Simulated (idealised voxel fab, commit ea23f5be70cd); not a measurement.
The following is a process module called voxel double patterning.
In the cross-section labelled cut, the width is 270 nm and each square cell is 5 nm.
Each cross-section below is a grid of square cells, stated as bands in top-down order, with one or more rows of cells making up each band. It is stipulated that each band's entry specify, in nanometres, the height of the top of the band and then that of its bottom, followed by the materials of the band in left-to-right sequence, each together with its width in nanometres. A single material marked by the word "all across" is understood to fill the band from edge to edge; the word "air" is understood to denote empty space. Basically, 0 is our baseline, since under it the wafer straight out of the box is all one material. The bottom band has no lower end and keeps on going down, so it looks like "z 0 and below". You'd read "30 to 40" like this: the band's top row of cells is as wide as the first number, its bottom row is as wide as the second, and going down, every row changes width by the same amount as the row before did. What does "nothing got changed" mean for a step? It means no cell of the cross-section changed in that step. Empty spaces counting at least 8 cells and having no open way to the top are listed in "Voids, enclosed". The notation width x height at distance is used for each, the distance being from the left edge and all three values in nm. Step line, after settings: the simulator's comment on this step. A step's line can hold "overlay nm"; with a mask on that step, the setting says how far right of the planned place the mask lay, while a negative setting says it lay to the left.
-- The planned process steps are enumerated hereunder
1: RECEIVE with material Si
2: CONFORMAL_DEP with material SiN, thk nm 5
3: DIRECTIONAL_DEP with material SiO2, thk nm 15
4: DIRECTIONAL_DEP with material SiCN, thk nm 5
5: PATTERN with tone open, mask id FIRST, material resist, width nm 15, pitch nm 50, thk nm 20, overlay nm 0
6: DIRECTIONAL_ETCH with etch materials SiCN, depth nm 5
7: STRIP with etch materials resist
8: PATTERN with tone open, mask id SECOND, material resist, width nm 15, thk nm 20, overlay nm 0
9: DIRECTIONAL_ETCH with etch materials SiCN, depth nm 5
10: STRIP with etch materials resist
11: DIRECTIONAL_ETCH with etch materials SiO2, depth nm 15
12: STRIP with etch materials SiCN
-- So this is the incoming wafer in cross-section - it's already been through step 1
  z 0 and below = Si all across
  Voids, enclosed: none
-- Module complete, cross-section. Starting point and plan per above. One mistake made in running the module
  z 20 to 5 = SiO2 100 | air 15 | SiO2 10 | air 15 | SiO2 10 | air 15 | SiO2 105
  z 5 to 0 = SiO2 all across
  z 0 and below = Si all across
  Voids, enclosed: none
what went wrong: step 2 ran as: CONFORMAL_DEP with material SiO2, thk nm 5
